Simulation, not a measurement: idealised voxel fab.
This is a process module. Its name is voxel self aligned vias.
Section cut is 225 nm wide and gridded with 5 nm square cells.
How to read a cross-section here: the picture is a grid of square cells, written as bands going from the top down, and any band can span one or more rows of cells.
This entry defines a band. It first specifies the height of the band's top and the height of its bottom in nm, and then specifies the band's materials from left to right, stating each material with its width in nm. The word "full width" identifies a single material that fills the band from edge to edge, while the word "air" identifies empty space.
Heights from 0 (as-received wafer is one material below). Bottom band endless downward, as "0 down".
Top row gets the first number, bottom row gets the second, and each row in between changes by the same step: that is how a band width like "30 to 40" works.
Key: "no change occurred" - step with no changed cell in the cross-section.
Any empty space of 8 cells or more lacking an open way to the top shows up in "Closed void entries" as width x height at distance, distance from the left edge, in nm.
Note: text after step settings on the step line = simulator remark on that step.
The optional step-line setting "overlay nm" applies to steps with a mask and quantifies how far to the right of its planned location the mask lay, a negative value indicating leftward placement.

## Intended process steps
- 1: RECEIVE: material Si
- 2: CONFORMAL_DEP: material SiO2, thk nm 15
- 3: CONFORMAL_DEP: material SiCN, thk nm 5
- 4: DIRECTIONAL_DEP: material SiO2, thk nm 25
- 5: DIRECTIONAL_DEP: material aC, thk nm 10
- 6: PATTERN: tone open, mask id LINES, material resist, width nm 30, pitch nm 55, thk nm 25, overlay nm 0
- 7: DIRECTIONAL_ETCH: etch materials aC, depth nm 10
- 8: STRIP: etch materials resist
- 9: DIRECTIONAL_ETCH: etch materials SiO2, depth nm 25
- 10: STRIP: etch materials aC
- 11: CONFORMAL_DEP: material TiN, thk nm 5
- 12: FILL_DEP: material Ru, thk nm 10
- 13: CMP: height nm 45
- 14: SELECTIVE_ETCH: etch materials W Ru TiN, depth nm 10
- 15: FILL_DEP: material SiN, thk nm 10
- 16: CMP: height nm 45
- 17: DIRECTIONAL_DEP: material SiO2, thk nm 15
- 18: DIRECTIONAL_DEP: material aC, thk nm 15
- 19: PATTERN: tone open, mask id VIAS, material resist, width nm 40, thk nm 35, overlay nm 0
- 20: DIRECTIONAL_ETCH: etch materials aC, depth nm 15
- 21: STRIP: etch materials resist
- 22: DIRECTIONAL_ETCH: etch materials SiO2, depth nm 15
- 23: DIRECTIONAL_ETCH: etch materials SiN, depth nm 10
- 24: STRIP: etch materials aC
- 25: CONFORMAL_DEP: material TiN, thk nm 5
- 26: FILL_DEP: material Ru, thk nm 10
- 27: CMP: height nm 60
- 28: CONFORMAL_DEP: material SiN, thk nm 5

## Wafer as received: cross-section following step 1
0 down = Si full width
Closed void entries: none

## first wafer at the end, as planned
65 to 60 = SiN full width
60 to 50 = 65 nm SiO2; 5 nm TiN; 30 nm Ru; 5 nm TiN; 120 nm SiO2
50 to 45 = 65 nm SiO2; 10 nm TiN; 20 nm Ru; 10 nm TiN; 120 nm SiO2
45 to 40 = 70 nm SiO2; 5 nm TiN; 20 nm Ru; 5 nm TiN; 25 nm SiO2; 30 nm SiN; 70 nm SiO2
40 to 35 = 70 nm SiO2; 30 nm TiN; 25 nm SiO2; 30 nm SiN; 70 nm SiO2
35 to 25 = 70 nm SiO2; 5 nm TiN; 20 nm Ru; 5 nm TiN; 25 nm SiO2; 5 nm TiN; 20 nm Ru; 5 nm TiN; 70 nm SiO2
25 to 20 = 70 nm SiO2; 30 nm TiN; 25 nm SiO2; 30 nm TiN; 70 nm SiO2
20 to 15 = SiCN full width
15 to 0 = SiO2 full width
0 down = Si full width
Closed void entries: none

## This is the second of the two wafers, cross-sectioned at the end of the module; it started exactly like the first and was given the same plan, but it was run with one mistake
65 to 60 = SiN full width
60 to 45 = 65 nm SiO2; 5 nm TiN; 30 nm Ru; 5 nm TiN; 120 nm SiO2
45 to 40 = 65 nm SiN; 5 nm TiN; 30 nm Ru; 5 nm TiN; 120 nm SiN
40 to 35 = 65 nm SiN; 40 nm TiN; 120 nm SiN
35 to 25 = 70 nm SiO2; 5 nm TiN; 20 nm Ru; 5 nm TiN; 25 nm SiO2; 5 nm TiN; 20 nm Ru; 5 nm TiN; 70 nm SiO2
25 to 20 = 70 nm SiO2; 30 nm TiN; 25 nm SiO2; 30 nm TiN; 70 nm SiO2
20 to 15 = SiCN full width
15 to 0 = SiO2 full width
0 down = Si full width
Closed void entries: none
Run error: so step 4 ended up running with a different setting than we planned, it ran as DIRECTIONAL_DEP: material SiO2, thk nm 15
Materials where the second wafer ends with more or fewer cells than the first: Ru +4 | SiN +62 | SiO2 -66
